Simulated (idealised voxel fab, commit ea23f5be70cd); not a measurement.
Herein follows the process module entitled voxel self aligned vias.
Displayed cross-section: cut, width of 225 nm, square cells sized 5 nm.
Throughout this document, each cross-section is represented as a grid of square cells and is presented as a sequence of bands enumerated from the top downward, where a band comprises one or more rows of cells. For a band, the entry starts with two heights in nm, that of the top and then that of the bottom, and carries on with the band's materials in order from left to right, each alongside its width in nm; the word "everywhere" beside a single material means it fills the band edge to edge, and "blank" means empty space. All heights in this document are referenced to 0, defined as the level beneath which the wafer, as received, consists entirely of one material. The lowest band is not bounded below; it extends indefinitely downward and is written in the form "z 0 and below". The expression "30..40" gives the width at the extremes of the band, the first number at its top row of cells and the second at its bottom row, with the width changing by equal amounts from each row to the next in between. "no change occurred" after a step means that no cell of the cross-section changed. Any empty space of 8 cells or more lacking an open way to the top shows up in "Completely enclosed voids" as width x height at distance, distance from the left edge, in nm. Step line, after settings: the simulator's comment on this step. overlay nm: mask right of planned place by this much (step with mask). Neg. = left.
## This section lists the process steps that were planned
step 1: op RECEIVE | material Si
step 2: op CONFORMAL_DEP | material SiO2 | thk nm 15
step 3: op CONFORMAL_DEP | material SiCN | thk nm 5
step 4: op DIRECTIONAL_DEP | material SiO2 | thk nm 20
step 5: op PATTERN | tone open | mask id LINES | material resist | width nm 20 | pitch nm 50 | thk nm 20 | overlay nm 0
step 6: op DIRECTIONAL_ETCH | etch materials SiO2 | depth nm 20
step 7: op STRIP | etch materials resist
step 8: op CONFORMAL_DEP | material TiN | thk nm 5
step 9: op FILL_DEP | material Ru | thk nm 5
step 10: op CMP | height nm 40
step 11: op SELECTIVE_ETCH | etch materials W Ru TiN | depth nm 5
step 12: op FILL_DEP | material SiN | thk nm 5
step 13: op CMP | height nm 40
step 14: op DIRECTIONAL_DEP | material SiO2 | thk nm 15
step 15: op DIRECTIONAL_DEP | material aC | thk nm 10
step 16: op PATTERN | tone open | mask id VIAS | material resist | width nm 30 | pitch nm 50 | thk nm 25 | overlay nm 0
step 17: op DIRECTIONAL_ETCH | etch materials aC | depth nm 10
step 18: op STRIP | etch materials resist
step 19: op DIRECTIONAL_ETCH | etch materials SiO2 | depth nm 15
step 20: op DIRECTIONAL_ETCH | etch materials SiN | depth nm 5
step 21: op STRIP | etch materials aC
step 22: op CONFORMAL_DEP | material TiN | thk nm 5
step 23: op FILL_DEP | material Ru | thk nm 5
step 24: op CMP | height nm 55
step 25: op CONFORMAL_DEP | material SiN | thk nm 5
## On the first of the two wafers: run conducted according to plan
## This is the cross-section of the wafer as we received it, i.e. after step 1
    z 0 and below: Si everywhere
    Completely enclosed voids: none
## The wafer, seen in cross-section, after step 2
    z 15 to 0: SiO2 everywhere
    Anything lower than 0 is untouched.
## The wafer, seen in cross-section, after step 3
    z 20 to 15: SiCN everywhere
    Anything lower than 15 is untouched.
## The wafer, seen in cross-section, after step 4
    z 40 to 20: SiO2 everywhere
    Anything lower than 20 is untouched.
## The wafer, seen in cross-section, after step 5
    z 60 to 40: resist 50 nm; blank 20 nm; resist 30 nm; blank 20 nm; resist 30 nm; blank 20 nm; resist 55 nm
    Anything lower than 40 is untouched.
## The wafer, seen in cross-section, after step 6
    z 60 to 40: resist 50 nm; blank 20 nm; resist 30 nm; blank 20 nm; resist 30 nm; blank 20 nm; resist 55 nm
    z 40 to 20: SiO2 50 nm; blank 20 nm; SiO2 30 nm; blank 20 nm; SiO2 30 nm; blank 20 nm; SiO2 55 nm
    Anything lower than 20 is untouched.
## The wafer, seen in cross-section, after step 7
    z 40 to 20: SiO2 50 nm; blank 20 nm; SiO2 30 nm; blank 20 nm; SiO2 30 nm; blank 20 nm; SiO2 55 nm
    Anything lower than 20 is untouched.
## The wafer, seen in cross-section, after step 8
    z 45 to 40: TiN 55 nm; blank 10 nm; TiN 40 nm; blank 10 nm; TiN 40 nm; blank 10 nm; TiN 60 nm
    z 40 to 25: SiO2 50 nm; TiN 5 nm; blank 10 nm; TiN 5 nm; SiO2 30 nm; TiN 5 nm; blank 10 nm; TiN 5 nm; SiO2 30 nm; TiN 5 nm; blank 10 nm; TiN 5 nm; SiO2 55 nm
    z 25 to 20: SiO2 50 nm; TiN 20 nm; SiO2 30 nm; TiN 20 nm; SiO2 30 nm; TiN 20 nm; SiO2 55 nm
    Anything lower than 20 is untouched.
## The wafer, seen in cross-section, after step 9
    z 50 to 45: Ru everywhere
    z 45 to 40: TiN 55 nm; Ru 10 nm; TiN 40 nm; Ru 10 nm; TiN 40 nm; Ru 10 nm; TiN 60 nm
    z 40 to 25: SiO2 50 nm; TiN 5 nm; Ru 10 nm; TiN 5 nm; SiO2 30 nm; TiN 5 nm; Ru 10 nm; TiN 5 nm; SiO2 30 nm; TiN 5 nm; Ru 10 nm; TiN 5 nm; SiO2 55 nm
    Anything lower than 25 is untouched.
## The wafer, seen in cross-section, after step 10
    z 40 to 25: SiO2 50 nm; TiN 5 nm; Ru 10 nm; TiN 5 nm; SiO2 30 nm; TiN 5 nm; Ru 10 nm; TiN 5 nm; SiO2 30 nm; TiN 5 nm; Ru 10 nm; TiN 5 nm; SiO2 55 nm
    Anything lower than 25 is untouched.
## The wafer, seen in cross-section, after step 11
    z 40 to 35: SiO2 50 nm; blank 20 nm; SiO2 30 nm; blank 20 nm; SiO2 30 nm; blank 20 nm; SiO2 55 nm
    Anything lower than 35 is untouched.
## The wafer, seen in cross-section, after step 12
    z 45 to 40: SiN everywhere
    z 40 to 35: SiO2 50 nm; SiN 20 nm; SiO2 30 nm; SiN 20 nm; SiO2 30 nm; SiN 20 nm; SiO2 55 nm
    Anything lower than 35 is untouched.
## The wafer, seen in cross-section, after step 13
    z 40 to 35: SiO2 50 nm; SiN 20 nm; SiO2 30 nm; SiN 20 nm; SiO2 30 nm; SiN 20 nm; SiO2 55 nm
    Anything lower than 35 is untouched.
## The wafer, seen in cross-section, after step 14
    z 55 to 40: SiO2 everywhere
    Anything lower than 40 is untouched.
## The wafer, seen in cross-section, after step 15
    z 65 to 55: aC everywhere
    Anything lower than 55 is untouched.
## The wafer, seen in cross-section, after step 16
    z 90 to 65: resist 45 nm; blank 30 nm; resist 20 nm; blank 30 nm; resist 20 nm; blank 30 nm; resist 50 nm
    Anything lower than 65 is untouched.
## The wafer, seen in cross-section, after step 17
    z 80 to 65: resist 45 nm; blank 30 nm; resist 20 nm; blank 30 nm; resist 20 nm; blank 30 nm; resist 50 nm
    z 65 to 55: aC 45 nm; blank 30 nm; aC 20 nm; blank 30 nm; aC 20 nm; blank 30 nm; aC 50 nm
    Anything lower than 55 is untouched.
## The wafer, seen in cross-section, after step 18
    z 65 to 55: aC 45 nm; blank 30 nm; aC 20 nm; blank 30 nm; aC 20 nm; blank 30 nm; aC 50 nm
    Anything lower than 55 is untouched.
## The wafer, seen in cross-section, after step 19
    z 65 to 55: aC 45 nm; blank 30 nm; aC 20 nm; blank 30 nm; aC 20 nm; blank 30 nm; aC 50 nm
    z 55 to 40: SiO2 45 nm; blank 30 nm; SiO2 20 nm; blank 30 nm; SiO2 20 nm; blank 30 nm; SiO2 50 nm
    Anything lower than 40 is untouched.
## The wafer, seen in cross-section, after step 20
    z 65 to 55: aC 45 nm; blank 30 nm; aC 20 nm; blank 30 nm; aC 20 nm; blank 30 nm; aC 50 nm
    z 55 to 40: SiO2 45 nm; blank 30 nm; SiO2 20 nm; blank 30 nm; SiO2 20 nm; blank 30 nm; SiO2 50 nm
    z 40 to 35: SiO2 50 nm; blank 20 nm; SiO2 30 nm; blank 20 nm; SiO2 30 nm; blank 20 nm; SiO2 55 nm
    Anything lower than 35 is untouched.
## The wafer, seen in cross-section, after step 21
    z 55 to 40: SiO2 45 nm; blank 30 nm; SiO2 20 nm; blank 30 nm; SiO2 20 nm; blank 30 nm; SiO2 50 nm
    Anything lower than 40 is untouched.
## The wafer, seen in cross-section, after step 22
    z 60 to 55: TiN 50 nm; blank 20 nm; TiN 30 nm; blank 20 nm; TiN 30 nm; blank 20 nm; TiN 55 nm
    z 55 to 45: SiO2 45 nm; TiN 5 nm; blank 20 nm; TiN 5 nm; SiO2 20 nm; TiN 5 nm; blank 20 nm; TiN 5 nm; SiO2 20 nm; TiN 5 nm; blank 20 nm; TiN 5 nm; SiO2 50 nm
    z 45 to 40: SiO2 45 nm; TiN 10 nm; blank 10 nm; TiN 10 nm; SiO2 20 nm; TiN 10 nm; blank 10 nm; TiN 10 nm; SiO2 20 nm; TiN 10 nm; blank 10 nm; TiN 10 nm; SiO2 50 nm
    z 40 to 35: SiO2 50 nm; TiN 20 nm; SiO2 30 nm; TiN 20 nm; SiO2 30 nm; TiN 20 nm; SiO2 55 nm
    Anything lower than 35 is untouched.
## The wafer, seen in cross-section, after step 23
    z 65 to 60: Ru everywhere
    z 60 to 55: TiN 50 nm; Ru 20 nm; TiN 30 nm; Ru 20 nm; TiN 30 nm; Ru 20 nm; TiN 55 nm
    z 55 to 45: SiO2 45 nm; TiN 5 nm; Ru 20 nm; TiN 5 nm; SiO2 20 nm; TiN 5 nm; Ru 20 nm; TiN 5 nm; SiO2 20 nm; TiN 5 nm; Ru 20 nm; TiN 5 nm; SiO2 50 nm
    z 45 to 40: SiO2 45 nm; TiN 10 nm; Ru 10 nm; TiN 10 nm; SiO2 20 nm; TiN 10 nm; Ru 10 nm; TiN 10 nm; SiO2 20 nm; TiN 10 nm; Ru 10 nm; TiN 10 nm; SiO2 50 nm
    Anything lower than 40 is untouched.
## The wafer, seen in cross-section, after step 24
    z 55 to 45: SiO2 45 nm; TiN 5 nm; Ru 20 nm; TiN 5 nm; SiO2 20 nm; TiN 5 nm; Ru 20 nm; TiN 5 nm; SiO2 20 nm; TiN 5 nm; Ru 20 nm; TiN 5 nm; SiO2 50 nm
    Anything lower than 45 is untouched.
## The wafer, seen in cross-section, after step 25
    z 60 to 55: SiN everywhere
    Anything lower than 55 is untouched.
## What follows concerns the second wafer, which started out like the first and was meant to follow the very same plan; one mistake crept in when it was run, but everything up to and including step 22 is the same as for the first wafer
## Second wafer, cross-section, planned end of step 23
    z 65 to 60: aC everywhere
    z 60 to 55: TiN 50 nm; aC 20 nm; TiN 30 nm; aC 20 nm; TiN 30 nm; aC 20 nm; TiN 55 nm
    z 55 to 45: SiO2 45 nm; TiN 5 nm; aC 20 nm; TiN 5 nm; SiO2 20 nm; TiN 5 nm; aC 20 nm; TiN 5 nm; SiO2 20 nm; TiN 5 nm; aC 20 nm; TiN 5 nm; SiO2 50 nm
    z 45 to 40: SiO2 45 nm; TiN 10 nm; aC 10 nm; TiN 10 nm; SiO2 20 nm; TiN 10 nm; aC 10 nm; TiN 10 nm; SiO2 20 nm; TiN 10 nm; aC 10 nm; TiN 10 nm; SiO2 50 nm
    Anything lower than 40 is untouched.
## Second wafer, cross-section, planned end of step 24
    z 55 to 45: SiO2 45 nm; TiN 5 nm; aC 20 nm; TiN 5 nm; SiO2 20 nm; TiN 5 nm; aC 20 nm; TiN 5 nm; SiO2 20 nm; TiN 5 nm; aC 20 nm; TiN 5 nm; SiO2 50 nm
    Anything lower than 45 is untouched.
## Second wafer, cross-section, planned end of step 25
    z 60 to 55: SiN everywhere
    Anything lower than 55 is untouched.
Run error: step 23 did not use the planned setting and instead ran as op FILL_DEP | material aC | thk nm 5
End check, counted in cells, second wafer has more or fewer of these materials than the first: -30 Ru, +30 aC
